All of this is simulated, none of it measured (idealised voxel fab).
Name of the process module below: voxel self aligned contacts
For reference, the cross-section in this document is cut, with width 210 nm and square cells of 5 nm.
Just so we're on the same page, the cross-sections are grids of square cells, and they're listed out in bands top to bottom, each band one or more rows deep. Basically the band line says how high the top is and how high the bottom is, in nm, and then what's in it from left to right, every material with its width in nm. Empty space shows up as "blank", and if a single material carries "full width" it runs the full band edge to edge. Height 0 is the level under which the wafer as received is all one material. The lowest band goes on downwards, as in "0..down". So if you see something like "30..40" for the width, read it as the top row of the band sitting at the first number and the bottom row at the second, with every row in between moving by the same amount as the last. "no change" -> step changed no cross-section cell. What "Cavities, closed" gives you is every empty space of 8 cells or more that is cut off from the top. Each appears as width x height at distance, with the distance taken from the left edge and width, height and distance all in nm. It should be noted that, on the line of a given step, the content following the step's settings is a remark produced by the simulator itself with respect to that step. "overlay nm" on a masked step: distance the mask lay right of its planned place, negative for left.
Below is the list of planned process steps
| 1 | RECEIVE [material Si] |
| 2 | CONFORMAL_DEP [material SiO2] [thk nm 5] |
| 3 | DIRECTIONAL_DEP [material polySi] [thk nm 30] |
| 4 | DIRECTIONAL_DEP [material SiN] [thk nm 20] |
| 5 | PATTERN [tone cover] [mask id GATE] [material resist] [width nm 25] [pitch nm 50] [thk nm 15] [overlay nm 0] |
| 6 | DIRECTIONAL_ETCH [etch materials SiN] [depth nm 20] |
| 7 | DIRECTIONAL_ETCH [etch materials polySi] [depth nm 30] |
| 8 | STRIP [etch materials resist] |
| 9 | CONFORMAL_DEP [material SiN] [thk nm 5] |
| 10 | DIRECTIONAL_ETCH [etch materials SiN] [depth nm 5] |
| 11 | FILL_DEP [material SiO2] [thk nm 10] |
| 12 | CMP [height nm 60] |
| 13 | PATTERN [tone open] [mask id CONTACT] [material resist] [width nm 35] [thk nm 15] [overlay nm 0] |
| 14 | DIRECTIONAL_ETCH [etch materials SiO2] [depth nm 60] |
| 15 | STRIP [etch materials resist] |
| 16 | CONFORMAL_DEP [material TiN] [thk nm 5] |
| 17 | FILL_DEP [material Ru] [thk nm 5] |
| 18 | CMP [height nm 60] |
| 19 | CONFORMAL_DEP [material SiN] [thk nm 5] |
Received-state cross-section, reflecting completion of step 1
    0..down | Si full width
    Cavities, closed: none
Run as planned - first of the two wafers cross-sectioned at the end of the module
    65..60 | SiN full width
    60..55 | SiO2 (85), then TiN (15), then Ru (5), then TiN (15), then SiO2 (90)
    55..35 | SiO2 (60), then SiN (35), then TiN (5), then Ru (5), then TiN (5), then SiN (35), then SiO2 (65)
    35..5 | SiO2 (60), then SiN (5), then polySi (25), then SiN (5), then TiN (5), then Ru (5), then TiN (5), then SiN (5), then polySi (25), then SiN (5), then SiO2 (65)
    5..0 | SiO2 (95), then TiN (15), then SiO2 (100)
    0..down | Si full width
    Cavities, closed: none
Second wafer through the module, sectioned at the end: same beginning and same plan as the first wafer, with one mistake in carrying it out
    65..60 | SiN full width
    60..55 | SiO2 (85), then TiN (10), then Ru (5), then TiN (20), then SiO2 (90)
    55..35 | SiO2 (55), then SiN (35), then TiN (5), then Ru (5), then TiN (5), then SiN (35), then SiO2 (70)
    35..5 | SiO2 (55), then SiN (5), then polySi (25), then SiN (5), then TiN (5), then Ru (5), then TiN (5), then SiN (5), then polySi (25), then SiN (5), then SiO2 (70)
    5..0 | SiO2 (90), then TiN (15), then SiO2 (105)
    0..down | Si full width
    Cavities, closed: none
What went wrong in running the wafer? step 5 changed vs plan, executed as PATTERN [tone cover] [mask id GATE] [material resist] [width nm 25] [pitch nm 50] [thk nm 15] [overlay nm -5]
At the end, the second wafer has the same number of cells of each material as the first, but those cells sit in other places.
